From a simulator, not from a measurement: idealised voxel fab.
Proc. module: voxel transistor to metal
Cross-section cut: width 180 nm, square cells of 5 nm.
Square cells in a grid make up a cross-section in this document, and the grid is given as bands, listed from the top down, each one or more rows of cells. What a band's entry tells you: where the top is and where the bottom is, as heights in nm, and after that what lies inside, material by material from left to right, each with its width in nm. Empty space is written as the word "blank", and a single material marked with the word "all across" occupies the band from edge to edge. All heights in this document are referenced to 0, defined as the level beneath which the wafer, as received, consists entirely of one material. The lowest band is not bounded below; it extends indefinitely downward and is written in the form "0 down". The width entry "30->40" should be interpreted row by row: the top row of cells in the band takes the first number, the bottom row takes the second number, and the change between adjacent rows is uniform throughout. You'll sometimes find "remains unaltered" written for a step, and that's the way of saying that nowhere in the cross-section did a cell change during that step. Look at "Enclosed cavity list" for the closed voids: empty spaces with no open path to the top, sized 8 cells or up. Each is width x height at distance, distance from the left edge, all nm. What comes after the settings on a step's line is commentary from the simulator itself on that step. A step line may carry the setting "overlay nm", which, for steps involving a mask, states the distance by which the mask lay to the right of its intended position; negative values denote displacement to the left.

### The process steps that were planned are listed below
1. RECEIVE with material Si
2. OXIDIZE with depth nm 5
3. CONFORMAL_DEP with material SiN, thk nm 10
4. MASKED_ETCH with tone cover, mask id ACTIVE, width nm 125, etch materials SiN, depth nm 10, overlay nm 0
5. MASKED_ETCH with tone cover, mask id ACTIVE, width nm 125, etch materials SiO2, depth nm 5, overlay nm 0
6. MASKED_ETCH with tone cover, mask id ACTIVE, width nm 125, etch materials Si, depth nm 20, overlay nm 0
7. OXIDIZE with depth nm 5
8. FILL_DEP with material SiO2, thk nm 15
9. CMP with height nm 10
10. SELECTIVE_ETCH with etch materials SiO2, depth nm 5
11. STRIP with etch materials SiN
12. SELECTIVE_ETCH with etch materials SiO2, depth nm 5
13. OXIDIZE with depth nm 5
14. DIRECTIONAL_DEP with material polySi, thk nm 25
15. DIRECTIONAL_DEP with material SiCN, thk nm 10
16. MASKED_ETCH with tone cover, mask id GATE, width nm 35, etch materials SiCN, depth nm 20, overlay nm 0
17. MASKED_ETCH with tone cover, mask id GATE, width nm 35, etch materials polySi, depth nm 35, overlay nm -5
18. CONFORMAL_DEP with material SiO2, thk nm 5
19. DIRECTIONAL_ETCH with etch materials SiO2, depth nm 5
20. CONFORMAL_DEP with material SiN, thk nm 5
21. DIRECTIONAL_ETCH with etch materials SiN, depth nm 5
22. DIRECTIONAL_ETCH with etch materials SiO2, depth nm 5
23. DIRECTIONAL_ETCH with etch materials Si, depth nm 10
24. EPI with material SiGe, thk nm 15
25. FILL_DEP with material SiO2, thk nm 10
26. CMP with height nm 20
27. STRIP with etch materials polySi
28. SELECTIVE_ETCH with etch materials SiO2, depth nm 5
29. CONFORMAL_DEP with material HfO2, thk nm 5
30. CONFORMAL_DEP with material TiN, thk nm 5
31. FILL_DEP with material W, thk nm 10
32. CMP with height nm 15
33. DIRECTIONAL_DEP with material SiO2, thk nm 15
34. MASKED_ETCH with tone open, mask id CONTACT, width nm 20, pitch nm 85, etch materials SiO2, depth nm 35, overlay nm 0
35. CONFORMAL_DEP with material TiN, thk nm 5
36. FILL_DEP with material Ru, thk nm 5
37. CMP with height nm 30
38. CONFORMAL_DEP with material SiN, thk nm 5
39. DIRECTIONAL_DEP with material lowk, thk nm 15
40. DIRECTIONAL_DEP with material aC, thk nm 15
41. PATTERN with tone open, mask id METAL_1, material resist, width nm 20, pitch nm 85, thk nm 35, overlay nm 0
42. DIRECTIONAL_ETCH with etch materials aC, depth nm 15
43. STRIP with etch materials resist
44. DIRECTIONAL_ETCH with etch materials lowk, depth nm 15
45. DIRECTIONAL_ETCH with etch materials SiN, depth nm 5
46. STRIP with etch materials aC
47. CONFORMAL_DEP with material TiN, thk nm 5
48. FILL_DEP with material Ru, thk nm 5
49. CMP with height nm 50
50. CONFORMAL_DEP with material SiCN, thk nm 5
For this document, wafers share an identical start and vary in the step 17 overlay nm; the plan quotes the first wafer's value.

### First wafer of several, as received: cross-section after step 1
    0 down = Si all across
    Enclosed cavity list: none

### Per-wafer rows below. For each material: cells gained (+) or lost (-) since the wafer was received, as of end of module. Then: closed voids
overlay nm -5, +18 HfO2, +28 Ru, -146 Si, +36 SiCN, +45 SiGe, +38 SiN, +211 SiO2, +64 TiN, +18 W, +84 lowk, Enclosed cavity list: none
overlay nm 0, +17 HfO2, +28 Ru, -148 Si, +36 SiCN, +48 SiGe, +38 SiN, +213 SiO2, +65 TiN, +15 W, +84 lowk, Enclosed cavity list: none
overlay nm 5, +18 HfO2, +28 Ru, -146 Si, +36 SiCN, +45 SiGe, +38 SiN, +211 SiO2, +64 TiN, +18 W, +84 lowk, Enclosed cavity list: none
